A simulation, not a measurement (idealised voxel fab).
process module | voxel double patterning
cross-section cut | 235 nm wide | cells 5 nm
A cross-section is a grid of square cells, given in bands from the top down. A band is one or more rows of cells.
Each band's line starts with the height of the band's top and of its bottom, in nm. Then come its materials from left to right, each with its width in nm. One material with "throughout" fills the band from edge to edge. "air" is empty space.
Height 0 is the level under which the wafer as received is all one material. The lowest band goes on downwards, as in "0 down".
A width such as "30 to 40" changes by the same amount from each row of cells to the next, from the band's top row to its bottom row.
"no change" after a step means that no cell of the cross-section changed.
closed voids: empty space of 8 cells or more with no open way to the top, each as width x height at its distance from the left edge, in nm
after a step's settings: what the simulator itself notes on the step
overlay nm, on a step with a mask: how far to the right of its planned place the mask lay; to the left if negative
plan
1 op RECEIVE | material Si
2 op CONFORMAL_DEP | material SiO2 | thk nm 10
3 op DIRECTIONAL_DEP | material W | thk nm 15
4 op DIRECTIONAL_DEP | material SiN | thk nm 10
5 op DIRECTIONAL_DEP | material aC | thk nm 15
6 op PATTERN | tone open | mask id FIRST | material resist | width nm 15 | pitch nm 50 | thk nm 35 | overlay nm 0
7 op DIRECTIONAL_ETCH | etch materials aC | depth nm 15
8 op STRIP | etch materials resist
9 op DIRECTIONAL_ETCH | etch materials SiN | depth nm 10
10 op STRIP | etch materials aC
11 op PATTERN | tone open | mask id SECOND | material resist | width nm 15 | pitch nm 50 | thk nm 15 | overlay nm 0
12 op DIRECTIONAL_ETCH | etch materials SiN | depth nm 10
13 op STRIP | etch materials resist
14 op DIRECTIONAL_ETCH | etch materials W | depth nm 15
15 op STRIP | etch materials SiN
as received, after step 1
  0 down: Si throughout
  closed voids: none
a wafer at the end: this start, this plan, one mistake
  35 to 25: SiO2 throughout
  25 to 10: W throughout
  10 to 0: SiO2 throughout
  0 down: Si throughout
  closed voids: none
what went wrong: step 4 ran as: op DIRECTIONAL_DEP | material SiO2 | thk nm 10
